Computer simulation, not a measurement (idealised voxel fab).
process module | voxel fin reveal
cross-section cut | 145 nm wide | cells 5 nm
A cross-section is a grid of square cells, given in bands from the top down. A band is one or more rows of cells.
Each band's line starts with the height of the band's top and of its bottom, in nm. Then come its materials from left to right, each with its width in nm. One material with "throughout" fills the band from edge to edge. "air" is empty space.
Height 0 is the level under which the wafer as received is all one material. The lowest band goes on downwards, as in "0 down".
A width such as "30 to 40" changes by the same amount from each row of cells to the next, from the band's top row to its bottom row.
"no change" after a step means that no cell of the cross-section changed.
closed voids: empty space of 8 cells or more with no open way to the top, each as width x height at its distance from the left edge, in nm
after a step's settings: what the simulator itself notes on the step
overlay nm, on a step with a mask: how far to the right of its planned place the mask lay; to the left if negative
plan
1 op RECEIVE | material Si
2 op CONFORMAL_DEP | material SiN | thk nm 10
3 op PATTERN | tone cover | mask id FINS | material resist | width nm 15 | pitch nm 40 | thk nm 20 | overlay nm 0
4 op DIRECTIONAL_ETCH | etch materials SiN | depth nm 10
5 op DIRECTIONAL_ETCH | etch materials Si | depth nm 35
6 op STRIP | etch materials resist
7 op FILL_DEP | material SiO2 | thk nm 5
8 op CMP | height nm 10
9 op SELECTIVE_ETCH | etch materials SiO2 | depth nm 20
10 op STRIP | etch materials SiN
11 op CONFORMAL_DEP | material HfO2 | thk nm 5
as received, after step 1
  0 down: Si throughout
  closed voids: none
first wafer at the end, as planned
  5 to 0: air 40 | HfO2 25 | air 15 | HfO2 25 | air 40
  0 to -5: air 40 | HfO2 5 | Si 15 | HfO2 5 | air 15 | HfO2 5 | Si 15 | HfO2 5 | air 40
  -5 to -10: HfO2 45 | Si 15 | HfO2 25 | Si 15 | HfO2 45
  -10 to -35: SiO2 45 | Si 15 | SiO2 25 | Si 15 | SiO2 45
  -35 down: Si throughout
  closed voids: none
second wafer at the end: like start, like plan, one mistake
  5 to 0: air 40 | HfO2 25 | air 15 | HfO2 25 | air 40
  0 to -5: air 40 | HfO2 5 | Si 15 | HfO2 5 | air 15 | HfO2 5 | Si 15 | HfO2 5 | air 40
  -5 to -10: HfO2 45 | Si 15 | HfO2 25 | Si 15 | HfO2 45
  -10 to -70: SiO2 45 | Si 15 | SiO2 25 | Si 15 | SiO2 45
  -70 down: Si throughout
  closed voids: none
what went wrong: step 5 was run twice
at the end the second wafer has, in cells: 161 fewer of Si | 161 more of SiO2
